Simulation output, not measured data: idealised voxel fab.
process module | voxel released beams
cross-section cut | 145 nm wide | cells 5 nm
A cross-section is a grid of square cells, given in bands from the top down. A band is one or more rows of cells.
Each band's line starts with the height of the band's top and of its bottom, in nm. Then come its materials from left to right, each with its width in nm. One material with "throughout" fills the band from edge to edge. "air" is empty space.
Height 0 is the level under which the wafer as received is all one material. The lowest band goes on downwards, as in "0 down".
A width such as "30 to 40" changes by the same amount from each row of cells to the next, from the band's top row to its bottom row.
"no change" after a step means that no cell of the cross-section changed.
closed voids: empty space of 8 cells or more with no open way to the top, each as width x height at its distance from the left edge, in nm
after a step's settings: what the simulator itself notes on the step
overlay nm, on a step with a mask: how far to the right of its planned place the mask lay; to the left if negative
plan
1 op RECEIVE | material Si
2 op CONFORMAL_DEP | material Al2O3 | thk nm 5
3 op DIRECTIONAL_DEP | material SiO2 | thk nm 20
4 op MASKED_ETCH | tone open | mask id ANCHOR | width nm 45 | etch materials SiO2 | depth nm 20 | overlay nm 0
5 op CONFORMAL_DEP | material polySi | thk nm 15
6 op MASKED_ETCH | tone cover | mask id BEAM | width nm 90 | etch materials polySi | depth nm 15 | overlay nm 0
7 op STRIP | etch materials SiO2
first wafer, as planned
as received, after step 1
  0 down: Si throughout
  closed voids: none
after step 2
  5 to 0: Al2O3 throughout
  below 0: unchanged
after step 3
  25 to 5: SiO2 throughout
  below 5: unchanged
after step 4
  25 to 5: SiO2 30 | air 45 | SiO2 70
  below 5: unchanged
after step 5
  40 to 25: polySi 45 | air 15 | polySi 85
  25 to 20: SiO2 30 | polySi 15 | air 15 | polySi 15 | SiO2 70
  20 to 5: SiO2 30 | polySi 45 | SiO2 70
  below 5: unchanged
after step 6
  40 to 25: air 25 | polySi 20 | air 15 | polySi 55 | air 30
  below 25: unchanged
after step 7
  40 to 25: air 25 | polySi 20 | air 15 | polySi 55 | air 30
  25 to 20: air 30 | polySi 15 | air 15 | polySi 15 | air 70
  20 to 5: air 30 | polySi 45 | air 70
  below 5: unchanged
second wafer: like start, like plan, one mistake. Through step 5 it matches the first wafer
when step 6 should have ended
  40 to 25: polySi 25 | air 90 | polySi 30
  25 to 5: SiO2 30 | polySi 15 | air 15 | polySi 15 | SiO2 70
  below 5: unchanged
when step 7 should have ended
  25 to 5: air 30 | polySi 15 | air 15 | polySi 15 | air 70
  below 5: unchanged
what went wrong: step 6 ran as: op MASKED_ETCH | tone open | mask id BEAM | width nm 90 | etch materials polySi | depth nm 15 | overlay nm 0
at the end the second wafer has, in cells: 54 fewer of polySi
